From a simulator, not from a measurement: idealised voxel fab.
process module | voxel wiring stack
cross-section cut | 200 nm wide | cells 5 nm
A cross-section is a grid of square cells, given in bands from the top down. A band is one or more rows of cells.
Each band's line starts with the height of the band's top and of its bottom, in nm. Then come its materials from left to right, each with its width in nm. One material with "throughout" fills the band from edge to edge. "air" is empty space.
Height 0 is the level under which the wafer as received is all one material. The lowest band goes on downwards, as in "0 down".
A width such as "30 to 40" changes by the same amount from each row of cells to the next, from the band's top row to its bottom row.
"no change" after a step means that no cell of the cross-section changed.
closed voids: empty space of 8 cells or more with no open way to the top, each as width x height at its distance from the left edge, in nm
after a step's settings: what the simulator itself notes on the step
overlay nm, on a step with a mask: how far to the right of its planned place the mask lay; to the left if negative
plan
1 op RECEIVE | material Si
2 op CONFORMAL_DEP | material SiO2 | thk nm 15
3 op CONFORMAL_DEP | material SiN | thk nm 5
4 op DIRECTIONAL_DEP | material lowk | thk nm 25
5 op DIRECTIONAL_DEP | material aC | thk nm 10
6 op PATTERN | tone open | mask id METAL_1 | material resist | width nm 25 | pitch nm 45 | thk nm 30 | overlay nm 0
7 op DIRECTIONAL_ETCH | etch materials aC | depth nm 10
8 op STRIP | etch materials resist
9 op DIRECTIONAL_ETCH | etch materials lowk | depth nm 25
10 op DIRECTIONAL_ETCH | etch materials SiN | depth nm 5
11 op STRIP | etch materials aC
12 op CONFORMAL_DEP | material TiN | thk nm 5
13 op FILL_DEP | material Ru | thk nm 5
14 op CMP | height nm 45
15 op CONFORMAL_DEP | material SiCN | thk nm 5
16 op DIRECTIONAL_DEP | material SiO2 | thk nm 15
17 op MASKED_ETCH | tone open | mask id PLUG_1 | width nm 15 | pitch nm 45 | etch materials SiO2 | depth nm 15 | overlay nm 0
18 op MASKED_ETCH | tone open | mask id PLUG_1 | width nm 15 | pitch nm 45 | etch materials SiCN | depth nm 5 | overlay nm 0
19 op EPI | material Ru | thk nm 10
20 op EPI | material Ru | thk nm 10
21 op CONFORMAL_DEP | material SiN | thk nm 5
22 op DIRECTIONAL_DEP | material lowk | thk nm 20
23 op MASKED_ETCH | tone open | mask id METAL_2 | width nm 25 | pitch nm 45 | etch materials lowk | depth nm 20 | overlay nm 0
24 op MASKED_ETCH | tone open | mask id METAL_2 | width nm 25 | pitch nm 45 | etch materials SiN | depth nm 5 | overlay nm 0
25 op CONFORMAL_DEP | material TiN | thk nm 5
26 op FILL_DEP | material Ru | thk nm 10
27 op CMP | height nm 90
28 op CONFORMAL_DEP | material SiCN | thk nm 5
29 op DIRECTIONAL_DEP | material SiO2 | thk nm 10
30 op MASKED_ETCH | tone open | mask id PLUG_2 | width nm 15 | etch materials SiO2 | depth nm 10 | overlay nm 0
31 op MASKED_ETCH | tone open | mask id PLUG_2 | width nm 15 | etch materials SiCN | depth nm 5 | overlay nm 0
32 op EPI | material Ru | thk nm 10
33 op EPI | material Ru | thk nm 5
34 op CONFORMAL_DEP | material SiN | thk nm 5
35 op DIRECTIONAL_DEP | material lowk | thk nm 20
36 op DIRECTIONAL_DEP | material aC | thk nm 15
37 op PATTERN | tone open | mask id METAL_3 | material resist | width nm 25 | pitch nm 45 | thk nm 30 | overlay nm 0
38 op DIRECTIONAL_ETCH | etch materials aC | depth nm 15
39 op STRIP | etch materials resist
40 op DIRECTIONAL_ETCH | etch materials lowk | depth nm 20
41 op DIRECTIONAL_ETCH | etch materials SiN | depth nm 5
42 op STRIP | etch materials aC
43 op CONFORMAL_DEP | material TiN | thk nm 5
44 op FILL_DEP | material Ru | thk nm 5
45 op CMP | height nm 130
46 op CONFORMAL_DEP | material SiCN | thk nm 5
first wafer, as planned
as received, after step 1
  0 down: Si throughout
  closed voids: none
after step 2
  15 to 0: SiO2 throughout
  below 0: unchanged
after step 3
  20 to 15: SiN throughout
  below 15: unchanged
after step 4
  45 to 20: lowk throughout
  below 20: unchanged
after step 5
  55 to 45: aC throughout
  below 45: unchanged
after step 6
  85 to 55: resist 65 | air 25 | resist 20 | air 25 | resist 65
  below 55: unchanged
after step 7
  75 to 55: resist 65 | air 25 | resist 20 | air 25 | resist 65
  55 to 45: aC 65 | air 25 | aC 20 | air 25 | aC 65
  below 45: unchanged
after step 8
  55 to 45: aC 65 | air 25 | aC 20 | air 25 | aC 65
  below 45: unchanged
after step 9
  55 to 45: aC 65 | air 25 | aC 20 | air 25 | aC 65
  45 to 20: lowk 65 | air 25 | lowk 20 | air 25 | lowk 65
  below 20: unchanged
after step 10
  55 to 45: aC 65 | air 25 | aC 20 | air 25 | aC 65
  45 to 20: lowk 65 | air 25 | lowk 20 | air 25 | lowk 65
  20 to 15: SiN 65 | air 25 | SiN 20 | air 25 | SiN 65
  below 15: unchanged
after step 11
  45 to 20: lowk 65 | air 25 | lowk 20 | air 25 | lowk 65
  below 20: unchanged
after step 12
  50 to 45: TiN 70 | air 15 | TiN 30 | air 15 | TiN 70
  45 to 20: lowk 65 | TiN 5 | air 15 | TiN 5 | lowk 20 | TiN 5 | air 15 | TiN 5 | lowk 65
  20 to 15: SiN 65 | TiN 25 | SiN 20 | TiN 25 | SiN 65
  below 15: unchanged
after step 13
  55 to 50: Ru throughout
  50 to 45: TiN 70 | Ru 15 | TiN 30 | Ru 15 | TiN 70
  45 to 20: lowk 65 | TiN 5 | Ru 15 | TiN 5 | lowk 20 | TiN 5 | Ru 15 | TiN 5 | lowk 65
  below 20: unchanged
after step 14
  45 to 20: lowk 65 | TiN 5 | Ru 15 | TiN 5 | lowk 20 | TiN 5 | Ru 15 | TiN 5 | lowk 65
  below 20: unchanged
after step 15
  50 to 45: SiCN throughout
  below 45: unchanged
after step 16
  65 to 50: SiO2 throughout
  below 50: unchanged
after step 17
  65 to 50: SiO2 65 | air 15 | SiO2 30 | air 15 | SiO2 75
  below 50: unchanged
after step 18
  65 to 50: SiO2 65 | air 15 | SiO2 30 | air 15 | SiO2 75
  50 to 45: SiCN 65 | air 15 | SiCN 30 | air 15 | SiCN 75
  below 45: unchanged
after step 19
  65 to 55: SiO2 65 | air 15 | SiO2 30 | air 15 | SiO2 75
  55 to 50: SiO2 65 | Ru 15 | SiO2 30 | Ru 15 | SiO2 75
  50 to 45: SiCN 65 | Ru 15 | SiCN 30 | Ru 15 | SiCN 75
  below 45: unchanged
after step 20
  65 to 50: SiO2 65 | Ru 15 | SiO2 30 | Ru 15 | SiO2 75
  below 50: unchanged
after step 21
  70 to 65: SiN throughout
  below 65: unchanged
after step 22
  90 to 70: lowk throughout
  below 70: unchanged
after step 23
  90 to 70: lowk 65 | air 25 | lowk 20 | air 25 | lowk 65
  below 70: unchanged
after step 24
  90 to 70: lowk 65 | air 25 | lowk 20 | air 25 | lowk 65
  70 to 65: SiN 65 | air 25 | SiN 20 | air 25 | SiN 65
  below 65: unchanged
after step 25
  95 to 90: TiN 70 | air 15 | TiN 30 | air 15 | TiN 70
  90 to 70: lowk 65 | TiN 5 | air 15 | TiN 5 | lowk 20 | TiN 5 | air 15 | TiN 5 | lowk 65
  70 to 65: SiN 65 | TiN 25 | SiN 20 | TiN 25 | SiN 65
  below 65: unchanged
after step 26
  105 to 95: Ru throughout
  95 to 90: TiN 70 | Ru 15 | TiN 30 | Ru 15 | TiN 70
  90 to 70: lowk 65 | TiN 5 | Ru 15 | TiN 5 | lowk 20 | TiN 5 | Ru 15 | TiN 5 | lowk 65
  below 70: unchanged
after step 27
  90 to 70: lowk 65 | TiN 5 | Ru 15 | TiN 5 | lowk 20 | TiN 5 | Ru 15 | TiN 5 | lowk 65
  below 70: unchanged
after step 28
  95 to 90: SiCN throughout
  below 90: unchanged
after step 29
  105 to 95: SiO2 throughout
  below 95: unchanged
after step 30
  105 to 95: SiO2 65 | air 15 | SiO2 120
  below 95: unchanged
after step 31
  105 to 95: SiO2 65 | air 15 | SiO2 120
  95 to 90: SiCN 65 | air 15 | SiCN 120
  below 90: unchanged
after step 32
  105 to 100: SiO2 65 | air 15 | SiO2 120
  100 to 95: SiO2 65 | Ru 15 | SiO2 120
  95 to 90: SiCN 65 | Ru 15 | SiCN 120
  below 90: unchanged
after step 33
  105 to 95: SiO2 65 | Ru 15 | SiO2 120
  below 95: unchanged
after step 34
  110 to 105: SiN throughout
  below 105: unchanged
after step 35
  130 to 110: lowk throughout
  below 110: unchanged
after step 36
  145 to 130: aC throughout
  below 130: unchanged
after step 37
  175 to 145: resist 65 | air 25 | resist 20 | air 25 | resist 65
  below 145: unchanged
after step 38
  160 to 145: resist 65 | air 25 | resist 20 | air 25 | resist 65
  145 to 130: aC 65 | air 25 | aC 20 | air 25 | aC 65
  below 130: unchanged
after step 39
  145 to 130: aC 65 | air 25 | aC 20 | air 25 | aC 65
  below 130: unchanged
after step 40
  145 to 130: aC 65 | air 25 | aC 20 | air 25 | aC 65
  130 to 110: lowk 65 | air 25 | lowk 20 | air 25 | lowk 65
  below 110: unchanged
after step 41
  145 to 130: aC 65 | air 25 | aC 20 | air 25 | aC 65
  130 to 110: lowk 65 | air 25 | lowk 20 | air 25 | lowk 65
  110 to 105: SiN 65 | air 25 | SiN 20 | air 25 | SiN 65
  below 105: unchanged
after step 42
  130 to 110: lowk 65 | air 25 | lowk 20 | air 25 | lowk 65
  below 110: unchanged
after step 43
  135 to 130: TiN 70 | air 15 | TiN 30 | air 15 | TiN 70
  130 to 110: lowk 65 | TiN 5 | air 15 | TiN 5 | lowk 20 | TiN 5 | air 15 | TiN 5 | lowk 65
  110 to 105: SiN 65 | TiN 25 | SiN 20 | TiN 25 | SiN 65
  below 105: unchanged
after step 44
  140 to 135: Ru throughout
  135 to 130: TiN 70 | Ru 15 | TiN 30 | Ru 15 | TiN 70
  130 to 110: lowk 65 | TiN 5 | Ru 15 | TiN 5 | lowk 20 | TiN 5 | Ru 15 | TiN 5 | lowk 65
  below 110: unchanged
after step 45
  130 to 110: lowk 65 | TiN 5 | Ru 15 | TiN 5 | lowk 20 | TiN 5 | Ru 15 | TiN 5 | lowk 65
  below 110: unchanged
after step 46
  135 to 130: SiCN throughout
  below 130: unchanged
second wafer: like start, like plan, one mistake. Through step 5 it matches the first wafer
when step 6 should have ended
  85 to 55: resist 60 | air 25 | resist 20 | air 25 | resist 70
  below 55: unchanged
when step 7 should have ended
  75 to 55: resist 60 | air 25 | resist 20 | air 25 | resist 70
  55 to 45: aC 60 | air 25 | aC 20 | air 25 | aC 70
  below 45: unchanged
when step 8 should have ended
  55 to 45: aC 60 | air 25 | aC 20 | air 25 | aC 70
  below 45: unchanged
when step 9 should have ended
  55 to 45: aC 60 | air 25 | aC 20 | air 25 | aC 70
  45 to 20: lowk 60 | air 25 | lowk 20 | air 25 | lowk 70
  below 20: unchanged
when step 10 should have ended
  55 to 45: aC 60 | air 25 | aC 20 | air 25 | aC 70
  45 to 20: lowk 60 | air 25 | lowk 20 | air 25 | lowk 70
  20 to 15: SiN 60 | air 25 | SiN 20 | air 25 | SiN 70
  below 15: unchanged
when step 11 should have ended
  45 to 20: lowk 60 | air 25 | lowk 20 | air 25 | lowk 70
  below 20: unchanged
when step 12 should have ended
  50 to 45: TiN 65 | air 15 | TiN 30 | air 15 | TiN 75
  45 to 20: lowk 60 | TiN 5 | air 15 | TiN 5 | lowk 20 | TiN 5 | air 15 | TiN 5 | lowk 70
  20 to 15: SiN 60 | TiN 25 | SiN 20 | TiN 25 | SiN 70
  below 15: unchanged
when step 13 should have ended
  55 to 50: Ru throughout
  50 to 45: TiN 65 | Ru 15 | TiN 30 | Ru 15 | TiN 75
  45 to 20: lowk 60 | TiN 5 | Ru 15 | TiN 5 | lowk 20 | TiN 5 | Ru 15 | TiN 5 | lowk 70
  below 20: unchanged
when step 14 should have ended
  45 to 20: lowk 60 | TiN 5 | Ru 15 | TiN 5 | lowk 20 | TiN 5 | Ru 15 | TiN 5 | lowk 70
  below 20: unchanged
when step 15 should have ended
  50 to 45: SiCN throughout
  below 45: unchanged
when step 16 should have ended
  65 to 50: SiO2 throughout
  below 50: unchanged
when step 17 should have ended
  65 to 50: SiO2 65 | air 15 | SiO2 30 | air 15 | SiO2 75
  below 50: unchanged
when step 18 should have ended
  65 to 50: SiO2 65 | air 15 | SiO2 30 | air 15 | SiO2 75
  50 to 45: SiCN 65 | air 15 | SiCN 30 | air 15 | SiCN 75
  below 45: unchanged
when step 19 should have ended
  65 to 55: SiO2 65 | air 15 | SiO2 30 | air 15 | SiO2 75
  55 to 50: SiO2 65 | Ru 15 | SiO2 30 | Ru 15 | SiO2 75
  50 to 45: SiCN 65 | Ru 15 | SiCN 30 | Ru 15 | SiCN 75
  below 45: unchanged
when step 20 should have ended
  65 to 50: SiO2 65 | Ru 15 | SiO2 30 | Ru 15 | SiO2 75
  below 50: unchanged
when step 21 should have ended
  70 to 65: SiN throughout
  below 65: unchanged
when step 22 should have ended
  90 to 70: lowk throughout
  below 70: unchanged
when step 23 should have ended
  90 to 70: lowk 65 | air 25 | lowk 20 | air 25 | lowk 65
  below 70: unchanged
when step 24 should have ended
  90 to 70: lowk 65 | air 25 | lowk 20 | air 25 | lowk 65
  70 to 65: SiN 65 | air 25 | SiN 20 | air 25 | SiN 65
  below 65: unchanged
when step 25 should have ended
  95 to 90: TiN 70 | air 15 | TiN 30 | air 15 | TiN 70
  90 to 70: lowk 65 | TiN 5 | air 15 | TiN 5 | lowk 20 | TiN 5 | air 15 | TiN 5 | lowk 65
  70 to 65: SiN 65 | TiN 25 | SiN 20 | TiN 25 | SiN 65
  below 65: unchanged
when step 26 should have ended
  105 to 95: Ru throughout
  95 to 90: TiN 70 | Ru 15 | TiN 30 | Ru 15 | TiN 70
  90 to 70: lowk 65 | TiN 5 | Ru 15 | TiN 5 | lowk 20 | TiN 5 | Ru 15 | TiN 5 | lowk 65
  below 70: unchanged
when step 27 should have ended
  90 to 70: lowk 65 | TiN 5 | Ru 15 | TiN 5 | lowk 20 | TiN 5 | Ru 15 | TiN 5 | lowk 65
  below 70: unchanged
when step 28 should have ended
  95 to 90: SiCN throughout
  below 90: unchanged
when step 29 should have ended
  105 to 95: SiO2 throughout
  below 95: unchanged
when step 30 should have ended
  105 to 95: SiO2 65 | air 15 | SiO2 120
  below 95: unchanged
when step 31 should have ended
  105 to 95: SiO2 65 | air 15 | SiO2 120
  95 to 90: SiCN 65 | air 15 | SiCN 120
  below 90: unchanged
when step 32 should have ended
  105 to 100: SiO2 65 | air 15 | SiO2 120
  100 to 95: SiO2 65 | Ru 15 | SiO2 120
  95 to 90: SiCN 65 | Ru 15 | SiCN 120
  below 90: unchanged
when step 33 should have ended
  105 to 95: SiO2 65 | Ru 15 | SiO2 120
  below 95: unchanged
when step 34 should have ended
  110 to 105: SiN throughout
  below 105: unchanged
when step 35 should have ended
  130 to 110: lowk throughout
  below 110: unchanged
when step 36 should have ended
  145 to 130: aC throughout
  below 130: unchanged
when step 37 should have ended
  175 to 145: resist 65 | air 25 | resist 20 | air 25 | resist 65
  below 145: unchanged
when step 38 should have ended
  160 to 145: resist 65 | air 25 | resist 20 | air 25 | resist 65
  145 to 130: aC 65 | air 25 | aC 20 | air 25 | aC 65
  below 130: unchanged
when step 39 should have ended
  145 to 130: aC 65 | air 25 | aC 20 | air 25 | aC 65
  below 130: unchanged
when step 40 should have ended
  145 to 130: aC 65 | air 25 | aC 20 | air 25 | aC 65
  130 to 110: lowk 65 | air 25 | lowk 20 | air 25 | lowk 65
  below 110: unchanged
when step 41 should have ended
  145 to 130: aC 65 | air 25 | aC 20 | air 25 | aC 65
  130 to 110: lowk 65 | air 25 | lowk 20 | air 25 | lowk 65
  110 to 105: SiN 65 | air 25 | SiN 20 | air 25 | SiN 65
  below 105: unchanged
when step 42 should have ended
  130 to 110: lowk 65 | air 25 | lowk 20 | air 25 | lowk 65
  below 110: unchanged
when step 43 should have ended
  135 to 130: TiN 70 | air 15 | TiN 30 | air 15 | TiN 70
  130 to 110: lowk 65 | TiN 5 | air 15 | TiN 5 | lowk 20 | TiN 5 | air 15 | TiN 5 | lowk 65
  110 to 105: SiN 65 | TiN 25 | SiN 20 | TiN 25 | SiN 65
  below 105: unchanged
when step 44 should have ended
  140 to 135: Ru throughout
  135 to 130: TiN 70 | Ru 15 | TiN 30 | Ru 15 | TiN 70
  130 to 110: lowk 65 | TiN 5 | Ru 15 | TiN 5 | lowk 20 | TiN 5 | Ru 15 | TiN 5 | lowk 65
  below 110: unchanged
when step 45 should have ended
  130 to 110: lowk 65 | TiN 5 | Ru 15 | TiN 5 | lowk 20 | TiN 5 | Ru 15 | TiN 5 | lowk 65
  below 110: unchanged
when step 46 should have ended
  135 to 130: SiCN throughout
  below 130: unchanged
what went wrong: step 6 ran as: op PATTERN | tone open | mask id METAL_1 | material resist | width nm 25 | pitch nm 45 | thk nm 30 | overlay nm -5
at the end the second wafer has, in cells: as many of each material as the first, in other places
